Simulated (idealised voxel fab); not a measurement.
Documented hereafter: the process module known as voxel trench capacitor.
Xsec cut, 285 nm wide, square cell size 5 nm.
A cross-section in this document is a grid of square cells, and it is written down as bands, the top band listed before the ones below it; a band is made up of one or more rows of cells.
Quick guide to a band line: top height, bottom height (nm) up front; then every material left to right with its width in nm. Only one material and it's marked "all across"? Then it fills the band edge to edge. And "blank" just means empty space.
Heights are expressed relative to 0, this being the level below which the as-received wafer comprises one material exclusively. The lowest band is unbounded in the downward direction and is denoted as in "from 0 down".
The two numbers in a width such as "30..40" mark its ends across the band: the first belongs to the top row of cells, the second to the bottom row, and from each row to the next the width moves by the same amount.
A step reported as "remained unchanged" is a step in which no cell of the cross-section changed.
The label "Enclosed void catalog" introduces a list of the empty spaces, 8 cells or larger, that have no open way up to the top; each entry in it reads width x height at distance, where the distance is taken from the left edge and all three are stated in nm.
Whatever follows a step's settings on its line is a remark the simulator itself makes about that step.
When a step includes a mask, the "overlay nm" setting on its line states how far to the right of its planned place that mask lay, and negative values state how far to the left.

THE PROCESS STEPS THAT WERE PLANNED ARE LISTED BELOW
| 1 | RECEIVE (material Si) |
| 2 | CONFORMAL_DEP (material SiN; thk nm 10) |
| 3 | MASKED_ETCH (tone open; mask id TRENCH; width nm 25; pitch nm 55; etch materials SiN; depth nm 10; overlay nm 0) |
| 4 | MASKED_ETCH (tone open; mask id TRENCH; width nm 25; pitch nm 55; etch materials Si; depth nm 40; overlay nm 0) |
| 5 | CONFORMAL_DEP (material HfO2; thk nm 5) |
| 6 | CONFORMAL_DEP (material TiN; thk nm 5) |
| 7 | FILL_DEP (material W; thk nm 10) |
| 8 | CMP (height nm 10) |

CONCERNING THE FIRST OF TWO WAFERS, WHICH WAS RUN IN ACCORDANCE WITH THE PLAN

THE CROSS-SECTION HERE SHOWS THE WAFER AS RECEIVED, I.E. IN ITS STATE AFTER STEP 1
* from 0 down: Si all across
* Enclosed void catalog: none

ONCE STEP 2 IS THROUGH, THE WAFER LOOKS LIKE THIS IN CROSS-SECTION
* from 10 to 0: SiN all across
* For the remainder of the cross-section, below 0, there is no change.

ONCE STEP 3 IS THROUGH, THE WAFER LOOKS LIKE THIS IN CROSS-SECTION
* from 10 to 0: 100 SiN, then 25 blank, then 30 SiN, then 25 blank, then 105 SiN
* For the remainder of the cross-section, below 0, there is no change.

ONCE STEP 4 IS THROUGH, THE WAFER LOOKS LIKE THIS IN CROSS-SECTION
* from 10 to 0: 100 SiN, then 25 blank, then 30 SiN, then 25 blank, then 105 SiN
* from 0 to -40: 100 Si, then 25 blank, then 30 Si, then 25 blank, then 105 Si
* For the remainder of the cross-section, below -40, there is no change.

ONCE STEP 5 IS THROUGH, THE WAFER LOOKS LIKE THIS IN CROSS-SECTION
* from 15 to 10: 105 HfO2, then 15 blank, then 40 HfO2, then 15 blank, then 110 HfO2
* from 10 to 0: 100 SiN, then 5 HfO2, then 15 blank, then 5 HfO2, then 30 SiN, then 5 HfO2, then 15 blank, then 5 HfO2, then 105 SiN
* from 0 to -35: 100 Si, then 5 HfO2, then 15 blank, then 5 HfO2, then 30 Si, then 5 HfO2, then 15 blank, then 5 HfO2, then 105 Si
* from -35 to -40: 100 Si, then 25 HfO2, then 30 Si, then 25 HfO2, then 105 Si
* For the remainder of the cross-section, below -40, there is no change.

ONCE STEP 6 IS THROUGH, THE WAFER LOOKS LIKE THIS IN CROSS-SECTION
* from 20 to 15: 110 TiN, then 5 blank, then 50 TiN, then 5 blank, then 115 TiN
* from 15 to 10: 105 HfO2, then 5 TiN, then 5 blank, then 5 TiN, then 40 HfO2, then 5 TiN, then 5 blank, then 5 TiN, then 110 HfO2
* from 10 to 0: 100 SiN, then 5 HfO2, then 5 TiN, then 5 blank, then 5 TiN, then 5 HfO2, then 30 SiN, then 5 HfO2, then 5 TiN, then 5 blank, then 5 TiN, then 5 HfO2, then 105 SiN
* from 0 to -30: 100 Si, then 5 HfO2, then 5 TiN, then 5 blank, then 5 TiN, then 5 HfO2, then 30 Si, then 5 HfO2, then 5 TiN, then 5 blank, then 5 TiN, then 5 HfO2, then 105 Si
* from -30 to -35: 100 Si, then 5 HfO2, then 15 TiN, then 5 HfO2, then 30 Si, then 5 HfO2, then 15 TiN, then 5 HfO2, then 105 Si
* For the remainder of the cross-section, below -35, there is no change.

ONCE STEP 7 IS THROUGH, THE WAFER LOOKS LIKE THIS IN CROSS-SECTION
* from 30 to 20: W all across
* from 20 to 15: 110 TiN, then 5 W, then 50 TiN, then 5 W, then 115 TiN
* from 15 to 10: 105 HfO2, then 5 TiN, then 5 W, then 5 TiN, then 40 HfO2, then 5 TiN, then 5 W, then 5 TiN, then 110 HfO2
* from 10 to 0: 100 SiN, then 5 HfO2, then 5 TiN, then 5 W, then 5 TiN, then 5 HfO2, then 30 SiN, then 5 HfO2, then 5 TiN, then 5 W, then 5 TiN, then 5 HfO2, then 105 SiN
* from 0 to -30: 100 Si, then 5 HfO2, then 5 TiN, then 5 W, then 5 TiN, then 5 HfO2, then 30 Si, then 5 HfO2, then 5 TiN, then 5 W, then 5 TiN, then 5 HfO2, then 105 Si
* For the remainder of the cross-section, below -30, there is no change.

ONCE STEP 8 IS THROUGH, THE WAFER LOOKS LIKE THIS IN CROSS-SECTION
* from 10 to 0: 100 SiN, then 5 HfO2, then 5 TiN, then 5 W, then 5 TiN, then 5 HfO2, then 30 SiN, then 5 HfO2, then 5 TiN, then 5 W, then 5 TiN, then 5 HfO2, then 105 SiN
* For the remainder of the cross-section, below 0, there is no change.

SECOND OF TWO: SAME START, SAME PLAN, ONE RUN ERROR; STEPS UP TO AND INCLUDING 2 MATCH THE FIRST

LOOK AT THE SECOND WAFER IN CROSS-SECTION AT THE TIME STEP 3 OUGHT TO HAVE FINISHED
* from 10 to 0: 105 SiN, then 25 blank, then 30 SiN, then 25 blank, then 100 SiN
* For the remainder of the cross-section, below 0, there is no change.

LOOK AT THE SECOND WAFER IN CROSS-SECTION AT THE TIME STEP 4 OUGHT TO HAVE FINISHED
* from 10 to 0: 105 SiN, then 25 blank, then 30 SiN, then 25 blank, then 100 SiN
* from 0 to -40: 105 Si, then 20 blank, then 35 Si, then 20 blank, then 105 Si
* For the remainder of the cross-section, below -40, there is no change.

LOOK AT THE SECOND WAFER IN CROSS-SECTION AT THE TIME STEP 5 OUGHT TO HAVE FINISHED
* from 15 to 10: 110 HfO2, then 15 blank, then 40 HfO2, then 15 blank, then 105 HfO2
* from 10 to 0: 105 SiN, then 5 HfO2, then 15..10 blank, then 5..10 HfO2, then 30 SiN, then 5 HfO2, then 15..10 blank, then 5..10 HfO2, then 100 SiN
* from 0 to -35: 105 Si, then 5 HfO2, then 10 blank, then 5 HfO2, then 35 Si, then 5 HfO2, then 10 blank, then 5 HfO2, then 105 Si
* from -35 to -40: 105 Si, then 20 HfO2, then 35 Si, then 20 HfO2, then 105 Si
* For the remainder of the cross-section, below -40, there is no change.

LOOK AT THE SECOND WAFER IN CROSS-SECTION AT THE TIME STEP 6 OUGHT TO HAVE FINISHED
* from 20 to 15: 115 TiN, then 5 blank, then 50 TiN, then 5 blank, then 110 TiN
* from 15 to 10: 110 HfO2, then 5 TiN, then 5 blank, then 5 TiN, then 40 HfO2, then 5 TiN, then 5 blank, then 5 TiN, then 105 HfO2
* from 10 to 0: 105 SiN, then 5 HfO2, then 15..10 TiN, then 5..10 HfO2, then 30 SiN, then 5 HfO2, then 15..10 TiN, then 5..10 HfO2, then 100 SiN
* from 0 to -35: 105 Si, then 5 HfO2, then 10 TiN, then 5 HfO2, then 35 Si, then 5 HfO2, then 10 TiN, then 5 HfO2, then 105 Si
* For the remainder of the cross-section, below -35, there is no change.

LOOK AT THE SECOND WAFER IN CROSS-SECTION AT THE TIME STEP 7 OUGHT TO HAVE FINISHED
* from 30 to 20: W all across
* from 20 to 15: 115 TiN, then 5 W, then 50 TiN, then 5 W, then 110 TiN
* from 15 to 10: 110 HfO2, then 5 TiN, then 5 W, then 5 TiN, then 40 HfO2, then 5 TiN, then 5 W, then 5 TiN, then 105 HfO2
* For the remainder of the cross-section, below 10, there is no change.

LOOK AT THE SECOND WAFER IN CROSS-SECTION AT THE TIME STEP 8 OUGHT TO HAVE FINISHED
* from 10 to 0: 105 SiN, then 5 HfO2, then 15..10 TiN, then 5..10 HfO2, then 30 SiN, then 5 HfO2, then 15..10 TiN, then 5..10 HfO2, then 100 SiN
* For the remainder of the cross-section, below 0, there is no change.
Plan not followed: step 3 changed vs plan, executed as MASKED_ETCH (tone open; mask id TRENCH; width nm 25; pitch nm 55; etch materials SiN; depth nm 10; overlay nm 5)
Wrapping up, a cell-based count of both wafers puts the second over or under the first for these materials: Si +16; W -16
